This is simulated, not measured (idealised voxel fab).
process module | voxel self aligned vias
cross-section cut | 230 nm wide | cells 5 nm
Think of the cross-section as a grid of square cells. We describe it in bands, top to bottom, and each band covers one or more rows of those cells.
Look at the band entry: it leads with the top's height and the bottom's height in nm. Then it lists the materials left to right, with a width in nm for each. The word "edge to edge" on a single material says that material fills the band edge to edge. The word "empty" is empty space.
Ref level 0: as-received wafer is one material below here. Bottom band extends down with no lower bound ("from 0 down").
Note: "30..40" means the width goes from the first number (top row of the band) to the second number (bottom row) in equal steps per row of cells.
Where a step carries "all unchanged", the cross-section came out of it unchanged, cell for cell.
Basically, "Fully sealed cavities" tells you about the enclosed voids: empty spaces with no open way to the top, 8 cells or bigger, each written width x height at distance, where distance is from the left edge, all in nm.
Read whatever lies past the settings on a step's line as the simulator's own remark about the step.
overlay nm: mask offset rightward from planned place, masked step; negative means leftward offset.
**Listed below are the process steps as planned**
step 1: RECEIVE with material Si
step 2: CONFORMAL_DEP with material SiO2, thk nm 10
step 3: CONFORMAL_DEP with material SiCN, thk nm 5
step 4: DIRECTIONAL_DEP with material SiO2, thk nm 30
step 5: DIRECTIONAL_DEP with material aC, thk nm 15
step 6: PATTERN with tone open, mask id LINES, material resist, width nm 25, pitch nm 55, thk nm 30, overlay nm 0
step 7: DIRECTIONAL_ETCH with etch materials aC, depth nm 15
step 8: STRIP with etch materials resist
step 9: DIRECTIONAL_ETCH with etch materials SiO2, depth nm 30
step 10: STRIP with etch materials aC
step 11: CONFORMAL_DEP with material TiN, thk nm 5
step 12: FILL_DEP with material W, thk nm 5
step 13: CMP with height nm 45
step 14: SELECTIVE_ETCH with etch materials W Ru TiN, depth nm 10
step 15: FILL_DEP with material SiN, thk nm 5
step 16: CMP with height nm 45
step 17: DIRECTIONAL_DEP with material SiO2, thk nm 15
step 18: DIRECTIONAL_DEP with material aC, thk nm 10
step 19: PATTERN with tone open, mask id VIAS, material resist, width nm 35, pitch nm 55, thk nm 25, overlay nm 0
step 20: DIRECTIONAL_ETCH with etch materials aC, depth nm 10
step 21: STRIP with etch materials resist
step 22: DIRECTIONAL_ETCH with etch materials SiO2, depth nm 15
step 23: DIRECTIONAL_ETCH with etch materials SiN, depth nm 10
step 24: STRIP with etch materials aC
step 25: CONFORMAL_DEP with material TiN, thk nm 5
step 26: FILL_DEP with material Ru, thk nm 5
step 27: CMP with height nm 60
step 28: CONFORMAL_DEP with material SiCN, thk nm 5
Same starting wafers, different thk nm at step 25. Plan value belongs to the first wafer.
**Cross-section of the first of several received wafers, showing its state after step 1**
* from 0 down = Si edge to edge
* Fully sealed cavities: none
**The table below has one row for each wafer; a row shows, as of the end of the module, how many cells of each material the wafer has gained, marked (+), or lost, marked (-), since it was received, and then the wafer's closed voids**
thk nm 5 | +48 Ru | +92 SiCN | +353 SiO2 | +78 TiN | +27 W | Fully sealed cavities: none
thk nm 10 | +15 Ru | +92 SiCN | +353 SiO2 | +111 TiN | +27 W | Fully sealed cavities: none
thk nm 15 | +92 SiCN | +353 SiO2 | +126 TiN | +27 W | Fully sealed cavities: none
thk nm 20 | +92 SiCN | +353 SiO2 | +126 TiN | +27 W | Fully sealed cavities: none
